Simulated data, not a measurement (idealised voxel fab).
Process module, titled voxel capacitor over wiring
Pictured: cross-section cut, 175 nm wide, on a grid of 5 nm square cells.
In what follows, cross-sections appear as grids of square cells, described through bands that run from the top down, where every band is one or more rows of cells. Heads up on the band format: heights come first, top then bottom, in nm. After that it's the materials left to right, each with its width in nm. A single material flagged "edge to edge" fills the whole band edge to edge, and "blank" means there's empty space there. Where do heights start? At 0: under that level the wafer as delivered is made of one material only. And the lowest band has no floor; it just carries on downward, as in "0 nm and below". A two-number width, for instance "30..40", indicates that the width is equal to the first number in the top row of the band and to the second number in the bottom row, and that it changes by a constant amount per row of cells. "left unchanged" means the step left every cell of the cross-section as it was. "Sealed cavities" specifies each empty space that is not open to the top and that occupies no fewer than 8 cells, using the form width x height at distance, the distance measured from the left edge and all three quantities in nm. If you see something after the settings on a step's line, that's the simulator's own remark about that step. overlay nm: where the mask lay relative to plan, measured to the right, on steps with a mask; negatives go left.

## These are the steps we planned for the process
- 1: RECEIVE with material Si
- 2: CONFORMAL_DEP with material SiO2, thk nm 10
- 3: DIRECTIONAL_DEP with material TiN, thk nm 5
- 4: DIRECTIONAL_DEP with material W, thk nm 20
- 5: DIRECTIONAL_DEP with material aC, thk nm 10
- 6: PATTERN with tone cover, mask id METAL_1, material resist, width nm 30, pitch nm 80, thk nm 25, overlay nm 0
- 7: DIRECTIONAL_ETCH with etch materials aC, depth nm 10
- 8: STRIP with etch materials resist
- 9: DIRECTIONAL_ETCH with etch materials W, depth nm 20
- 10: DIRECTIONAL_ETCH with etch materials TiN, depth nm 5
- 11: STRIP with etch materials aC
- 12: CONFORMAL_DEP with material SiCN, thk nm 5
- 13: FILL_DEP with material lowk, thk nm 10
- 14: CMP with height nm 35
- 15: CONFORMAL_DEP with material SiCN, thk nm 5
- 16: DIRECTIONAL_DEP with material lowk, thk nm 10
- 17: PATTERN with tone open, mask id PLUG_1, material resist, width nm 15, thk nm 15, overlay nm 0
- 18: DIRECTIONAL_ETCH with etch materials lowk, depth nm 10
- 19: DIRECTIONAL_ETCH with etch materials SiCN, depth nm 5
- 20: STRIP with etch materials resist
- 21: EPI with material Ru, thk nm 10
- 22: EPI with material Ru, thk nm 5
- 23: DIRECTIONAL_DEP with material TiN, thk nm 10
- 24: DIRECTIONAL_DEP with material SiN, thk nm 5
- 25: DIRECTIONAL_DEP with material TiN, thk nm 10
- 26: PATTERN with tone cover, mask id UPPER_PLATE, material resist, width nm 55, thk nm 15, overlay nm 0
- 27: DIRECTIONAL_ETCH with etch materials TiN, depth nm 10
- 28: DIRECTIONAL_ETCH with etch materials SiN, depth nm 5
- 29: STRIP with etch materials resist
- 30: MASKED_ETCH with tone cover, mask id LOWER_PLATE, width nm 65, etch materials TiN, depth nm 10, overlay nm 0
- 31: FILL_DEP with material SiO2, thk nm 20
- 32: CMP with height nm 90
- 33: PATTERN with tone open, mask id PLUG_2, material resist, width nm 15, thk nm 15, overlay nm 0
- 34: DIRECTIONAL_ETCH with etch materials SiO2, depth nm 15
- 35: STRIP with etch materials resist
- 36: CONFORMAL_DEP with material TiN, thk nm 5
- 37: FILL_DEP with material Ru, thk nm 10
- 38: CMP with height nm 90
- 39: CONFORMAL_DEP with material SiCN, thk nm 5

## Incoming wafer, cross-sectional view, post step 1
- 0 nm and below | Si edge to edge
- Sealed cavities: none

## Module complete, cross-section. Starting point and plan per above. One mistake made in running the module
- 95 nm to 90 nm | SiCN edge to edge
- 90 nm to 85 nm | 55 nm SiO2  15 nm TiN  105 nm SiO2
- 85 nm to 75 nm | 45 nm SiO2  25 nm TiN  105 nm SiO2
- 75 nm to 70 nm | 45 nm SiO2  25 nm SiN  30 nm TiN  75 nm SiO2
- 70 nm to 65 nm | 40 nm SiO2  60 nm TiN  75 nm SiO2
- 65 nm to 60 nm | 40 nm SiO2  30 nm TiN  30 nm SiN  75 nm SiO2
- 60 nm to 50 nm | 35 nm SiO2  35 nm Ru  35 nm TiN  70 nm SiO2
- 50 nm to 40 nm | 45 nm lowk  15 nm Ru  115 nm lowk
- 40 nm to 35 nm | 45 nm SiCN  15 nm Ru  115 nm SiCN
- 35 nm to 15 nm | 25 nm lowk  5 nm SiCN  30 nm W  5 nm SiCN  40 nm lowk  5 nm SiCN  30 nm W  5 nm SiCN  30 nm lowk
- 15 nm to 10 nm | 30 nm SiCN  30 nm TiN  50 nm SiCN  30 nm TiN  35 nm SiCN
- 10 nm to 0 nm | SiO2 edge to edge
- 0 nm and below | Si edge to edge
- Sealed cavities: none
Here's what went sideways: step 21 of the plan was twice carried out
